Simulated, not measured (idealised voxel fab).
process module | voxel wiring stack
cross-section cut | 195 nm wide | cells 5 nm
A cross-section is a grid of square cells, given in bands from the top down. A band is one or more rows of cells.
Each band's line starts with the height of the band's top and of its bottom, in nm. Then come its materials from left to right, each with its width in nm. One material with "throughout" fills the band from edge to edge. "air" is empty space.
Height 0 is the level under which the wafer as received is all one material. The lowest band goes on downwards, as in "0 down".
A width such as "30 to 40" changes by the same amount from each row of cells to the next, from the band's top row to its bottom row.
"no change" after a step means that no cell of the cross-section changed.
closed voids: empty space of 8 cells or more with no open way to the top, each as width x height at its distance from the left edge, in nm
after a step's settings: what the simulator itself notes on the step
overlay nm, on a step with a mask: how far to the right of its planned place the mask lay; to the left if negative
plan
1 op RECEIVE | material Si
2 op CONFORMAL_DEP | material SiO2 | thk nm 10
3 op CONFORMAL_DEP | material SiCN | thk nm 5
4 op DIRECTIONAL_DEP | material lowk | thk nm 20
5 op MASKED_ETCH | tone open | mask id METAL_1 | width nm 25 | pitch nm 45 | etch materials lowk | depth nm 20 | overlay nm 0
6 op MASKED_ETCH | tone open | mask id METAL_1 | width nm 25 | pitch nm 45 | etch materials SiCN | depth nm 5 | overlay nm 0
7 op CONFORMAL_DEP | material TiN | thk nm 5
8 op FILL_DEP | material Ru | thk nm 5
9 op CMP | height nm 35
10 op CONFORMAL_DEP | material SiCN | thk nm 5
11 op DIRECTIONAL_DEP | material SiO2 | thk nm 35
12 op MASKED_ETCH | tone open | mask id METAL_2_HOLES | width nm 15 | pitch nm 45 | etch materials SiO2 | depth nm 35 | overlay nm 0
13 op DIRECTIONAL_DEP | material aC | thk nm 15
14 op PATTERN | tone open | mask id METAL_2 | material resist | width nm 25 | pitch nm 45 | thk nm 30 | overlay nm 0
15 op DIRECTIONAL_ETCH | etch materials aC | depth nm 15
16 op STRIP | etch materials resist
17 op DIRECTIONAL_ETCH | etch materials SiO2 | depth nm 20
18 op DIRECTIONAL_ETCH | etch materials SiCN | depth nm 5
19 op STRIP | etch materials aC
20 op CONFORMAL_DEP | material TiN | thk nm 5
21 op FILL_DEP | material Cu | thk nm 5
22 op CMP | height nm 75
23 op CONFORMAL_DEP | material SiCN | thk nm 5
24 op DIRECTIONAL_DEP | material SiO2 | thk nm 10
25 op DIRECTIONAL_DEP | material aC | thk nm 10
26 op PATTERN | tone open | mask id PLUG_2 | material resist | width nm 15 | pitch nm 90 | thk nm 25 | overlay nm 0
27 op DIRECTIONAL_ETCH | etch materials aC | depth nm 10
28 op STRIP | etch materials resist
29 op DIRECTIONAL_ETCH | etch materials SiO2 | depth nm 10
30 op DIRECTIONAL_ETCH | etch materials SiCN | depth nm 5
31 op STRIP | etch materials aC
32 op CONFORMAL_DEP | material TiN | thk nm 5
33 op FILL_DEP | material Cu | thk nm 5
34 op CMP | height nm 90
35 op DIRECTIONAL_DEP | material TiN | thk nm 5
36 op DIRECTIONAL_DEP | material W | thk nm 20
37 op MASKED_ETCH | tone cover | mask id METAL_3 | width nm 25 | pitch nm 45 | etch materials W | depth nm 20 | overlay nm 0
38 op MASKED_ETCH | tone cover | mask id METAL_3 | width nm 25 | pitch nm 45 | etch materials TiN | depth nm 5 | overlay nm 0
39 op CONFORMAL_DEP | material SiCN | thk nm 5
40 op FILL_DEP | material SiO2 | thk nm 10
41 op CMP | height nm 115
42 op CONFORMAL_DEP | material SiN | thk nm 5
as received, after step 1
  0 down: Si throughout
  closed voids: none
first wafer at the end, as planned
  120 to 115: SiN throughout
  115 to 95: SiO2 35 | SiCN 5 | W 25 | SiCN 5 | SiO2 10 | SiCN 5 | W 25 | SiCN 5 | SiO2 10 | SiCN 5 | W 25 | SiCN 5 | SiO2 35
  95 to 90: SiCN 40 | TiN 25 | SiCN 20 | TiN 25 | SiCN 20 | TiN 25 | SiCN 40
  90 to 80: SiO2 40 | TiN 5 | Cu 5 | TiN 5 | SiO2 75 | TiN 5 | Cu 5 | TiN 5 | SiO2 50
  80 to 75: SiCN 40 | TiN 15 | SiCN 75 | TiN 15 | SiCN 50
  75 to 60: SiO2 40 | TiN 5 | Cu 15 | TiN 5 | SiO2 20 | TiN 5 | Cu 15 | TiN 5 | SiO2 20 | TiN 5 | Cu 15 | TiN 5 | SiO2 40
  60 to 55: SiO2 40 | TiN 5 | Cu 5 | TiN 15 | SiO2 20 | TiN 5 | Cu 5 | TiN 15 | SiO2 20 | TiN 5 | Cu 5 | TiN 15 | SiO2 40
  55 to 40: SiO2 40 | TiN 5 | Cu 5 | TiN 5 | SiO2 30 | TiN 5 | Cu 5 | TiN 5 | SiO2 30 | TiN 5 | Cu 5 | TiN 5 | SiO2 50
  40 to 35: SiCN 40 | TiN 15 | SiCN 30 | TiN 15 | SiCN 30 | TiN 15 | SiCN 50
  35 to 15: lowk 40 | TiN 5 | Ru 15 | TiN 5 | lowk 20 | TiN 5 | Ru 15 | TiN 5 | lowk 20 | TiN 5 | Ru 15 | TiN 5 | lowk 40
  15 to 10: SiCN 40 | TiN 25 | SiCN 20 | TiN 25 | SiCN 20 | TiN 25 | SiCN 40
  10 to 0: SiO2 throughout
  0 down: Si throughout
  closed voids: none
second wafer at the end: like start, like plan, one mistake
  135 to 130: SiN throughout
  130 to 120: SiO2 throughout
  120 to 115: SiO2 35 | SiCN 35 | SiO2 10 | SiCN 35 | SiO2 10 | SiCN 35 | SiO2 35
  115 to 95: SiO2 35 | SiCN 5 | W 25 | SiCN 5 | SiO2 10 | SiCN 5 | W 25 | SiCN 5 | SiO2 10 | SiCN 5 | W 25 | SiCN 5 | SiO2 35
  95 to 90: SiCN 40 | TiN 25 | SiCN 20 | TiN 25 | SiCN 20 | TiN 25 | SiCN 40
  90 to 80: SiO2 40 | TiN 5 | Cu 5 | TiN 5 | SiO2 75 | TiN 5 | Cu 5 | TiN 5 | SiO2 50
  80 to 75: SiCN 40 | TiN 15 | SiCN 75 | TiN 15 | SiCN 50
  75 to 60: SiO2 40 | TiN 5 | Cu 15 | TiN 5 | SiO2 20 | TiN 5 | Cu 15 | TiN 5 | SiO2 20 | TiN 5 | Cu 15 | TiN 5 | SiO2 40
  60 to 55: SiO2 40 | TiN 5 | Cu 5 | TiN 15 | SiO2 20 | TiN 5 | Cu 5 | TiN 15 | SiO2 20 | TiN 5 | Cu 5 | TiN 15 | SiO2 40
  55 to 40: SiO2 40 | TiN 5 | Cu 5 | TiN 5 | SiO2 30 | TiN 5 | Cu 5 | TiN 5 | SiO2 30 | TiN 5 | Cu 5 | TiN 5 | SiO2 50
  40 to 35: SiCN 40 | TiN 15 | SiCN 30 | TiN 15 | SiCN 30 | TiN 15 | SiCN 50
  35 to 15: lowk 40 | TiN 5 | Ru 15 | TiN 5 | lowk 20 | TiN 5 | Ru 15 | TiN 5 | lowk 20 | TiN 5 | Ru 15 | TiN 5 | lowk 40
  15 to 10: SiCN 40 | TiN 25 | SiCN 20 | TiN 25 | SiCN 20 | TiN 25 | SiCN 40
  10 to 0: SiO2 throughout
  0 down: Si throughout
  closed voids: none
what went wrong: step 41 was left out
at the end the second wafer has, in cells: 21 more of SiCN | 96 more of SiO2
